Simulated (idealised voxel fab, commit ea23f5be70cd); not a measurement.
process module | voxel wiring stack
cross-section cut | 275 nm wide | cells 5 nm
A cross-section is a grid of square cells, given in bands from the top down. A band is one or more rows of cells.
Each band's line starts with the height of the band's top and of its bottom, in nm. Then come its materials from left to right, each with its width in nm. One material with "throughout" fills the band from edge to edge. "air" is empty space.
Height 0 is the level under which the wafer as received is all one material. The lowest band goes on downwards, as in "0 down".
A width such as "30 to 40" changes by the same amount from each row of cells to the next, from the band's top row to its bottom row.
"no change" after a step means that no cell of the cross-section changed.
closed voids: empty space of 8 cells or more with no open way to the top, each as width x height at its distance from the left edge, in nm
after a step's settings: what the simulator itself notes on the step
overlay nm, on a step with a mask: how far to the right of its planned place the mask lay; to the left if negative
plan
1 op RECEIVE | material Si
2 op CONFORMAL_DEP | material SiO2 | thk nm 15
3 op CONFORMAL_DEP | material SiCN | thk nm 5
4 op DIRECTIONAL_DEP | material lowk | thk nm 20
5 op MASKED_ETCH | tone open | mask id METAL_1 | width nm 30 | pitch nm 55 | etch materials lowk | depth nm 20 | overlay nm 0
6 op MASKED_ETCH | tone open | mask id METAL_1 | width nm 30 | pitch nm 55 | etch materials SiCN | depth nm 5 | overlay nm 0
7 op CONFORMAL_DEP | material TiN | thk nm 5
8 op FILL_DEP | material Ru | thk nm 5
9 op CMP | height nm 40
10 op CONFORMAL_DEP | material SiCN | thk nm 5
11 op DIRECTIONAL_DEP | material lowk | thk nm 25
12 op DIRECTIONAL_DEP | material aC | thk nm 10
13 op PATTERN | tone open | mask id METAL_2 | material resist | width nm 30 | pitch nm 55 | thk nm 25 | overlay nm 0
14 op DIRECTIONAL_ETCH | etch materials aC | depth nm 10
15 op STRIP | etch materials resist
16 op DIRECTIONAL_ETCH | etch materials lowk | depth nm 15
17 op STRIP | etch materials aC
18 op DIRECTIONAL_DEP | material aC | thk nm 15
19 op PATTERN | tone open | mask id METAL_2_HOLES | material resist | width nm 15 | pitch nm 55 | thk nm 30 | overlay nm 0
20 op DIRECTIONAL_ETCH | etch materials aC | depth nm 15
21 op STRIP | etch materials resist
22 op DIRECTIONAL_ETCH | etch materials lowk | depth nm 10
23 op DIRECTIONAL_ETCH | etch materials SiCN | depth nm 5
24 op STRIP | etch materials aC
25 op CONFORMAL_DEP | material TiN | thk nm 5
26 op FILL_DEP | material Cu | thk nm 10
27 op CMP | height nm 70
28 op CONFORMAL_DEP | material SiCN | thk nm 5
as received, after step 1
  0 down: Si throughout
  closed voids: none
first wafer at the end, as planned
  75 to 70: SiCN throughout
  70 to 60: lowk 40 | TiN 5 | Cu 20 | TiN 5 | lowk 25 | TiN 5 | Cu 20 | TiN 5 | lowk 25 | TiN 5 | Cu 20 | TiN 5 | lowk 25 | TiN 5 | Cu 20 | TiN 5 | lowk 40
  60 to 55: lowk 40 | TiN 5 | Cu 5 | TiN 20 | lowk 25 | TiN 5 | Cu 5 | TiN 20 | lowk 25 | TiN 5 | Cu 5 | TiN 20 | lowk 25 | TiN 5 | Cu 5 | TiN 20 | lowk 40
  55 to 45: lowk 40 | TiN 5 | Cu 5 | TiN 5 | lowk 40 | TiN 5 | Cu 5 | TiN 5 | lowk 40 | TiN 5 | Cu 5 | TiN 5 | lowk 40 | TiN 5 | Cu 5 | TiN 5 | lowk 55
  45 to 40: SiCN 40 | TiN 15 | SiCN 40 | TiN 15 | SiCN 40 | TiN 15 | SiCN 40 | TiN 15 | SiCN 55
  40 to 20: lowk 40 | TiN 5 | Ru 20 | TiN 5 | lowk 25 | TiN 5 | Ru 20 | TiN 5 | lowk 25 | TiN 5 | Ru 20 | TiN 5 | lowk 25 | TiN 5 | Ru 20 | TiN 5 | lowk 40
  20 to 15: SiCN 40 | TiN 30 | SiCN 25 | TiN 30 | SiCN 25 | TiN 30 | SiCN 25 | TiN 30 | SiCN 40
  15 to 0: SiO2 throughout
  0 down: Si throughout
  closed voids: none
second wafer at the end: like start, like plan, one mistake
  75 to 70: SiCN throughout
  70 to 60: lowk 30 | TiN 5 to 15 | Cu 30 to 20 | TiN 5 | lowk 15 | TiN 5 to 15 | Cu 30 to 20 | TiN 5 | lowk 15 | TiN 5 to 15 | Cu 30 to 20 | TiN 5 | lowk 15 | TiN 5 to 15 | Cu 30 to 20 | TiN 5 | lowk 40
  60 to 55: lowk 40 | TiN 30 | lowk 25 | TiN 30 | lowk 25 | TiN 30 | lowk 25 | TiN 30 | lowk 40
  55 to 45: lowk 40 | TiN 5 | lowk 50 | TiN 5 | lowk 50 | TiN 5 | lowk 50 | TiN 5 | lowk 65
  45 to 40: SiCN 40 | TiN 5 | SiCN 50 | TiN 5 | SiCN 50 | TiN 5 | SiCN 50 | TiN 5 | SiCN 65
  40 to 20: lowk 40 | TiN 5 | Ru 20 | TiN 5 | lowk 25 | TiN 5 | Ru 20 | TiN 5 | lowk 25 | TiN 5 | Ru 20 | TiN 5 | lowk 25 | TiN 5 | Ru 20 | TiN 5 | lowk 40
  20 to 15: SiCN 40 | TiN 30 | SiCN 25 | TiN 30 | SiCN 25 | TiN 30 | SiCN 25 | TiN 30 | SiCN 40
  15 to 0: SiO2 throughout
  0 down: Si throughout
  closed voids: none
what went wrong: step 19 ran as: op PATTERN | tone open | mask id METAL_2_HOLES | material resist | width nm 15 | pitch nm 55 | thk nm 30 | overlay nm -10
at the end the second wafer has, in cells: 4 fewer of Cu | 8 more of SiCN | 4 fewer of TiN
